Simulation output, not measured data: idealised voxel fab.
The process module presented herein is designated voxel released beams.
The cross-section on display is named cut; it measures 250 nm wide, and its cells are 5 nm squares.
Bands, listed from the top down, are how a cross-section gets written in this document; the cross-section itself is a grid of square cells, and a band is one or more rows of them.
Look at the band entry: it leads with the top's height and the bottom's height in nm. Then it lists the materials left to right, with a width in nm for each. The word "everywhere" on a single material says that material fills the band edge to edge. The word "blank" is empty space.
We count height from 0. Below that, the starting wafer is all one material. The lowest band never ends at the bottom but goes on down; see "0 -> down" for how that is written.
Think of "30..40" as a width that walks from the first number to the second as you go down the band, top row to bottom row, taking equal-sized steps from row to row.
Key: "changes: none" - step with no changed cell in the cross-section.
This entry, "Sealed void inventory", enumerates those empty regions of no fewer than 8 cells that possess no open connection to the top. Each region is reported in the form width x height at distance, the distance being taken from the left edge, with all three quantities expressed in nm.
Heads up: the bit after the settings on a step's line is the simulator's remark on that step.
Regarding "overlay nm": on a step with a mask, it is the distance the mask lay to the right of its planned place; a negative value places it to the left.

## Planned step list for the process
1. RECEIVE, material Si
2. CONFORMAL_DEP, material Al2O3, thk nm 5
3. DIRECTIONAL_DEP, material SiO2, thk nm 20
4. PATTERN, tone open, mask id ANCHOR, material resist, width nm 45, thk nm 15, overlay nm 0
5. DIRECTIONAL_ETCH, etch materials SiO2, depth nm 20
6. STRIP, etch materials resist
7. CONFORMAL_DEP, material SiN, thk nm 15
8. DIRECTIONAL_DEP, material aC, thk nm 10
9. PATTERN, tone cover, mask id BEAM, material resist, width nm 105, thk nm 30, overlay nm 0
10. DIRECTIONAL_ETCH, etch materials aC, depth nm 10
11. STRIP, etch materials resist
12. DIRECTIONAL_ETCH, etch materials SiN, depth nm 15
13. STRIP, etch materials aC
14. STRIP, etch materials SiO2

## Cross-sectional view of the wafer in its as-received condition, corresponding to the state after step 1
- 0 -> down: Si everywhere
- Sealed void inventory: none

## Cross-sectional image of the first of two wafers at the end of the module, the run having proceeded as planned
- 40 -> 25: blank 70, then SiN 20, then blank 15, then SiN 70, then blank 75
- 25 -> 20: blank 75, then SiN 15, then blank 15, then SiN 15, then blank 130
- 20 -> 5: blank 75, then SiN 45, then blank 130
- 5 -> 0: Al2O3 everywhere
- 0 -> down: Si everywhere
- Sealed void inventory: none

## Here's the second of our two wafers sectioned at module end. Same start as the first, same plan, but one mistake got made running it
- 0 -> down: Si everywhere
- Sealed void inventory: none
Heads up, the wafer didn't run the way we planned it: step 2, actual vs plan mismatch, actual run CONFORMAL_DEP, material SiO2, thk nm 5
Count the cells at the end and the second wafer has more or fewer of some materials than the first: 50 fewer of Al2O3 | 87 fewer of SiN
